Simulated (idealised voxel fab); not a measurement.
This is a process module. Its name is voxel trench capacitor.
We display cut, a cross-section 225 nm in width whose square cells are each 5 nm.
Reading order for cross-sections: top band down to bottom band. Underlying form: a grid of square cells. Band size: one or more rows of cells.
Band: top and bottom heights (nm) first, top before bottom; then materials from left to right, widths in nm. "full width" marks a sole material filling the band edge to edge. "blank" denotes empty space.
Height 0 is the level under which the wafer as received is all one material. The lowest band goes on downwards, as in "0 down".
You'd read "30..40" like this: the band's top row of cells is as wide as the first number, its bottom row is as wide as the second, and going down, every row changes width by the same amount as the row before did.
"no alterations made" after a step means that no cell of the cross-section changed.
Each empty space that has no open way to the top and spans at least 8 cells appears under "Sealed voids" as width x height at distance, the distance counted from the left edge, all in nm.
Past the settings on a step's line: simulator remark, on that step.
overlay nm: where the mask lay relative to plan, measured to the right, on steps with a mask; negatives go left.
STEPS PLANNED FOR THE PROCESS
1 RECEIVE (material Si)
2 CONFORMAL_DEP (material SiN; thk nm 5)
3 PATTERN (tone open; mask id TRENCH; material resist; width nm 25; pitch nm 50; thk nm 20; overlay nm 0)
4 DIRECTIONAL_ETCH (etch materials SiN; depth nm 5)
5 DIRECTIONAL_ETCH (etch materials Si; depth nm 35)
6 STRIP (etch materials resist)
7 CONFORMAL_DEP (material Al2O3; thk nm 5)
8 FILL_DEP (material polySi; thk nm 5)
9 CMP (height nm 5)
THE CROSS-SECTION HERE SHOWS THE WAFER AS RECEIVED, I.E. IN ITS STATE AFTER STEP 1
0 down | Si full width
Sealed voids: none
BELOW IS THE WAFER IN CROSS-SECTION AFTER THE MODULE WAS COMPLETED. IT BEGAN FROM THE STARTING POINT SHOWN ABOVE AND FOLLOWED THE PLAN SHOWN ABOVE, EXCEPT THAT ONE MISTAKE WAS MADE WHILE RUNNING IT
5 to 0 | 55 SiN; 5 Al2O3; 10 polySi; 5 Al2O3; 30 SiN; 5 Al2O3; 10 polySi; 5 Al2O3; 30 SiN; 5 Al2O3; 10 polySi; 5 Al2O3; 50 SiN
0 to -30 | 55 Si; 5 Al2O3; 10 polySi; 5 Al2O3; 30 Si; 5 Al2O3; 10 polySi; 5 Al2O3; 30 Si; 5 Al2O3; 10 polySi; 5 Al2O3; 50 Si
-30 to -35 | 55 Si; 20 Al2O3; 30 Si; 20 Al2O3; 30 Si; 20 Al2O3; 50 Si
-35 down | Si full width
Sealed voids: none
Heads up, the wafer didn't run the way we planned it: step 3 off recipe, ran as PATTERN (tone open; mask id TRENCH; material resist; width nm 20; pitch nm 50; thk nm 20; overlay nm 0)
